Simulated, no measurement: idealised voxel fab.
The following is a process module called voxel fin reveal.
Square cell edge 5 nm, section width 145 nm, ID cut.
Think of the cross-section as a grid of square cells. We describe it in bands, top to bottom, and each band covers one or more rows of those cells.
Per band: top height and bottom height in nm, followed by the left-to-right materials and their widths in nm; "edge to edge" marks a single material spanning edge to edge, "empty" marks empty space.
Counting heights begins at 0, where everything beneath is, in the wafer as received, one material. The lowest band has no bottom; it goes on downwards, as "0 -> down" shows.
The expression "30->40" gives the width at the extremes of the band, the first number at its top row of cells and the second at its bottom row, with the width changing by equal amounts from each row to the next in between.
You'll sometimes find "changes: none" written for a step, and that's the way of saying that nowhere in the cross-section did a cell change during that step.
Closed-off voids of 8+ cells (no open route to the top) go in "Sealed cavities", written width x height at distance from the left edge, in nm.
Text after the settings on a step's line: the simulator's own remark on that step.
A step line may carry the setting "overlay nm", which, for steps involving a mask, states the distance by which the mask lay to the right of its intended position; negative values denote displacement to the left.
## Steps in the process plan
- 1: op RECEIVE | material Si
- 2: op CONFORMAL_DEP | material SiN | thk nm 10
- 3: op PATTERN | tone cover | mask id FINS | material resist | width nm 15 | pitch nm 40 | thk nm 20 | overlay nm 0
- 4: op DIRECTIONAL_ETCH | etch materials SiN | depth nm 10
- 5: op DIRECTIONAL_ETCH | etch materials Si | depth nm 35
- 6: op STRIP | etch materials resist
- 7: op FILL_DEP | material SiO2 | thk nm 5
- 8: op CMP | height nm 10
- 9: op SELECTIVE_ETCH | etch materials SiO2 | depth nm 20
- 10: op STRIP | etch materials SiN
- 11: op CONFORMAL_DEP | material HfO2 | thk nm 5
## Delivered wafer in cross-section: state after step 1
    0 -> down  Si edge to edge
    Sealed cavities: none
## Cross-section, first of two wafers, end of module, run as planned
    5 -> 0  empty 40 nm | HfO2 25 nm | empty 15 nm | HfO2 25 nm | empty 40 nm
    0 -> -5  empty 40 nm | HfO2 5 nm | Si 15 nm | HfO2 5 nm | empty 15 nm | HfO2 5 nm | Si 15 nm | HfO2 5 nm | empty 40 nm
    -5 -> -10  HfO2 45 nm | Si 15 nm | HfO2 25 nm | Si 15 nm | HfO2 45 nm
    -10 -> -35  SiO2 45 nm | Si 15 nm | SiO2 25 nm | Si 15 nm | SiO2 45 nm
    -35 -> down  Si edge to edge
    Sealed cavities: none
## Wafer two cross-section, module end. Start and plan unchanged from wafer one; one mistake made during the run
    5 -> 0  HfO2 50 nm | empty 5 nm | HfO2 35 nm | empty 5 nm | HfO2 50 nm
    0 -> -5  Si 45 nm | HfO2 5 nm | empty 5 nm | HfO2 5 nm | Si 25 nm | HfO2 5 nm | empty 5 nm | HfO2 5 nm | Si 45 nm
    -5 -> -10  Si 45 nm | HfO2 15 nm | Si 25 nm | HfO2 15 nm | Si 45 nm
    -10 -> -35  Si 45 nm | SiO2 15 nm | Si 25 nm | SiO2 15 nm | Si 45 nm
    -35 -> down  Si edge to edge
    Sealed cavities: none
Error vs. plan: step 3: run off-plan, actual operation and settings op PATTERN | tone open | mask id FINS | material resist | width nm 15 | pitch nm 40 | thk nm 20 | overlay nm 0
The second wafer ends with more or fewer cells of some materials than the first, per final count: Si +119, SiO2 -85
